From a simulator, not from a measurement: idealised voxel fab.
process module | voxel trench capacitor
cross-section cut | 270 nm wide | cells 5 nm
A cross-section is a grid of square cells, given in bands from the top down. A band is one or more rows of cells.
Each band's line starts with the height of the band's top and of its bottom, in nm. Then come its materials from left to right, each with its width in nm. One material with "throughout" fills the band from edge to edge. "air" is empty space.
Height 0 is the level under which the wafer as received is all one material. The lowest band goes on downwards, as in "0 down".
A width such as "30 to 40" changes by the same amount from each row of cells to the next, from the band's top row to its bottom row.
"no change" after a step means that no cell of the cross-section changed.
closed voids: empty space of 8 cells or more with no open way to the top, each as width x height at its distance from the left edge, in nm
after a step's settings: what the simulator itself notes on the step
overlay nm, on a step with a mask: how far to the right of its planned place the mask lay; to the left if negative
plan
1 op RECEIVE | material Si
2 op CONFORMAL_DEP | material SiN | thk nm 10
3 op DIRECTIONAL_DEP | material aC | thk nm 15
4 op PATTERN | tone open | mask id TRENCH | material resist | width nm 25 | pitch nm 40 | thk nm 35 | overlay nm 0
5 op DIRECTIONAL_ETCH | etch materials aC | depth nm 15
6 op STRIP | etch materials resist
7 op DIRECTIONAL_ETCH | etch materials SiN | depth nm 10
8 op DIRECTIONAL_ETCH | etch materials Si | depth nm 30
9 op STRIP | etch materials aC
10 op CONFORMAL_DEP | material HfO2 | thk nm 5
11 op CONFORMAL_DEP | material TiN | thk nm 5
12 op FILL_DEP | material W | thk nm 5
13 op CMP | height nm 10
first wafer, as planned
as received, after step 1
  0 down: Si throughout
  closed voids: none
after step 2
  10 to 0: SiN throughout
  below 0: unchanged
after step 3
  25 to 10: aC throughout
  below 10: unchanged
after step 4
  60 to 25: resist 80 | air 25 | resist 15 | air 25 | resist 15 | air 25 | resist 85
  below 25: unchanged
after step 5
  45 to 25: resist 80 | air 25 | resist 15 | air 25 | resist 15 | air 25 | resist 85
  25 to 10: aC 80 | air 25 | aC 15 | air 25 | aC 15 | air 25 | aC 85
  below 10: unchanged
after step 6
  25 to 10: aC 80 | air 25 | aC 15 | air 25 | aC 15 | air 25 | aC 85
  below 10: unchanged
after step 7
  25 to 10: aC 80 | air 25 | aC 15 | air 25 | aC 15 | air 25 | aC 85
  10 to 0: SiN 80 | air 25 | SiN 15 | air 25 | SiN 15 | air 25 | SiN 85
  below 0: unchanged
after step 8
  25 to 10: aC 80 | air 25 | aC 15 | air 25 | aC 15 | air 25 | aC 85
  10 to 0: SiN 80 | air 25 | SiN 15 | air 25 | SiN 15 | air 25 | SiN 85
  0 to -30: Si 80 | air 25 | Si 15 | air 25 | Si 15 | air 25 | Si 85
  below -30: unchanged
after step 9
  10 to 0: SiN 80 | air 25 | SiN 15 | air 25 | SiN 15 | air 25 | SiN 85
  below 0: unchanged
after step 10
  15 to 10: HfO2 85 | air 15 | HfO2 25 | air 15 | HfO2 25 | air 15 | HfO2 90
  10 to 0: SiN 80 | HfO2 5 | air 15 | HfO2 5 | SiN 15 | HfO2 5 | air 15 | HfO2 5 | SiN 15 | HfO2 5 | air 15 | HfO2 5 | SiN 85
  0 to -25: Si 80 | HfO2 5 | air 15 | HfO2 5 | Si 15 | HfO2 5 | air 15 | HfO2 5 | Si 15 | HfO2 5 | air 15 | HfO2 5 | Si 85
  -25 to -30: Si 80 | HfO2 25 | Si 15 | HfO2 25 | Si 15 | HfO2 25 | Si 85
  below -30: unchanged
after step 11
  20 to 15: TiN 90 | air 5 | TiN 35 | air 5 | TiN 35 | air 5 | TiN 95
  15 to 10: HfO2 85 | TiN 5 | air 5 | TiN 5 | HfO2 25 | TiN 5 | air 5 | TiN 5 | HfO2 25 | TiN 5 | air 5 | TiN 5 | HfO2 90
  10 to 0: SiN 80 | HfO2 5 | TiN 5 | air 5 | TiN 5 | HfO2 5 | SiN 15 | HfO2 5 | TiN 5 | air 5 | TiN 5 | HfO2 5 | SiN 15 | HfO2 5 | TiN 5 | air 5 | TiN 5 | HfO2 5 | SiN 85
  0 to -20: Si 80 | HfO2 5 | TiN 5 | air 5 | TiN 5 | HfO2 5 | Si 15 | HfO2 5 | TiN 5 | air 5 | TiN 5 | HfO2 5 | Si 15 | HfO2 5 | TiN 5 | air 5 | TiN 5 | HfO2 5 | Si 85
  -20 to -25: Si 80 | HfO2 5 | TiN 15 | HfO2 5 | Si 15 | HfO2 5 | TiN 15 | HfO2 5 | Si 15 | HfO2 5 | TiN 15 | HfO2 5 | Si 85
  below -25: unchanged
after step 12
  25 to 20: W throughout
  20 to 15: TiN 90 | W 5 | TiN 35 | W 5 | TiN 35 | W 5 | TiN 95
  15 to 10: HfO2 85 | TiN 5 | W 5 | TiN 5 | HfO2 25 | TiN 5 | W 5 | TiN 5 | HfO2 25 | TiN 5 | W 5 | TiN 5 | HfO2 90
  10 to 0: SiN 80 | HfO2 5 | TiN 5 | W 5 | TiN 5 | HfO2 5 | SiN 15 | HfO2 5 | TiN 5 | W 5 | TiN 5 | HfO2 5 | SiN 15 | HfO2 5 | TiN 5 | W 5 | TiN 5 | HfO2 5 | SiN 85
  0 to -20: Si 80 | HfO2 5 | TiN 5 | W 5 | TiN 5 | HfO2 5 | Si 15 | HfO2 5 | TiN 5 | W 5 | TiN 5 | HfO2 5 | Si 15 | HfO2 5 | TiN 5 | W 5 | TiN 5 | HfO2 5 | Si 85
  below -20: unchanged
after step 13
  10 to 0: SiN 80 | HfO2 5 | TiN 5 | W 5 | TiN 5 | HfO2 5 | SiN 15 | HfO2 5 | TiN 5 | W 5 | TiN 5 | HfO2 5 | SiN 15 | HfO2 5 | TiN 5 | W 5 | TiN 5 | HfO2 5 | SiN 85
  below 0: unchanged
second wafer: like start, like plan, one mistake. Through step 7 it matches the first wafer
when step 8 should have ended
  25 to 10: aC 80 | air 25 | aC 15 | air 25 | aC 15 | air 25 | aC 85
  10 to 0: SiN 80 | air 25 | SiN 15 | air 25 | SiN 15 | air 25 | SiN 85
  0 to -60: Si 80 | air 25 | Si 15 | air 25 | Si 15 | air 25 | Si 85
  below -60: unchanged
when step 9 should have ended
  10 to 0: SiN 80 | air 25 | SiN 15 | air 25 | SiN 15 | air 25 | SiN 85
  below 0: unchanged
when step 10 should have ended
  15 to 10: HfO2 85 | air 15 | HfO2 25 | air 15 | HfO2 25 | air 15 | HfO2 90
  10 to 0: SiN 80 | HfO2 5 | air 15 | HfO2 5 | SiN 15 | HfO2 5 | air 15 | HfO2 5 | SiN 15 | HfO2 5 | air 15 | HfO2 5 | SiN 85
  0 to -55: Si 80 | HfO2 5 | air 15 | HfO2 5 | Si 15 | HfO2 5 | air 15 | HfO2 5 | Si 15 | HfO2 5 | air 15 | HfO2 5 | Si 85
  -55 to -60: Si 80 | HfO2 25 | Si 15 | HfO2 25 | Si 15 | HfO2 25 | Si 85
  below -60: unchanged
when step 11 should have ended
  20 to 15: TiN 90 | air 5 | TiN 35 | air 5 | TiN 35 | air 5 | TiN 95
  15 to 10: HfO2 85 | TiN 5 | air 5 | TiN 5 | HfO2 25 | TiN 5 | air 5 | TiN 5 | HfO2 25 | TiN 5 | air 5 | TiN 5 | HfO2 90
  10 to 0: SiN 80 | HfO2 5 | TiN 5 | air 5 | TiN 5 | HfO2 5 | SiN 15 | HfO2 5 | TiN 5 | air 5 | TiN 5 | HfO2 5 | SiN 15 | HfO2 5 | TiN 5 | air 5 | TiN 5 | HfO2 5 | SiN 85
  0 to -50: Si 80 | HfO2 5 | TiN 5 | air 5 | TiN 5 | HfO2 5 | Si 15 | HfO2 5 | TiN 5 | air 5 | TiN 5 | HfO2 5 | Si 15 | HfO2 5 | TiN 5 | air 5 | TiN 5 | HfO2 5 | Si 85
  -50 to -55: Si 80 | HfO2 5 | TiN 15 | HfO2 5 | Si 15 | HfO2 5 | TiN 15 | HfO2 5 | Si 15 | HfO2 5 | TiN 15 | HfO2 5 | Si 85
  below -55: unchanged
when step 12 should have ended
  25 to 20: W throughout
  20 to 15: TiN 90 | W 5 | TiN 35 | W 5 | TiN 35 | W 5 | TiN 95
  15 to 10: HfO2 85 | TiN 5 | W 5 | TiN 5 | HfO2 25 | TiN 5 | W 5 | TiN 5 | HfO2 25 | TiN 5 | W 5 | TiN 5 | HfO2 90
  10 to 0: SiN 80 | HfO2 5 | TiN 5 | W 5 | TiN 5 | HfO2 5 | SiN 15 | HfO2 5 | TiN 5 | W 5 | TiN 5 | HfO2 5 | SiN 15 | HfO2 5 | TiN 5 | W 5 | TiN 5 | HfO2 5 | SiN 85
  0 to -50: Si 80 | HfO2 5 | TiN 5 | W 5 | TiN 5 | HfO2 5 | Si 15 | HfO2 5 | TiN 5 | W 5 | TiN 5 | HfO2 5 | Si 15 | HfO2 5 | TiN 5 | W 5 | TiN 5 | HfO2 5 | Si 85
  below -50: unchanged
when step 13 should have ended
  10 to 0: SiN 80 | HfO2 5 | TiN 5 | W 5 | TiN 5 | HfO2 5 | SiN 15 | HfO2 5 | TiN 5 | W 5 | TiN 5 | HfO2 5 | SiN 15 | HfO2 5 | TiN 5 | W 5 | TiN 5 | HfO2 5 | SiN 85
  below 0: unchanged
what went wrong: step 8 was run twice
at the end the second wafer has, in cells: 36 more of HfO2 | 90 fewer of Si | 36 more of TiN | 18 more of W
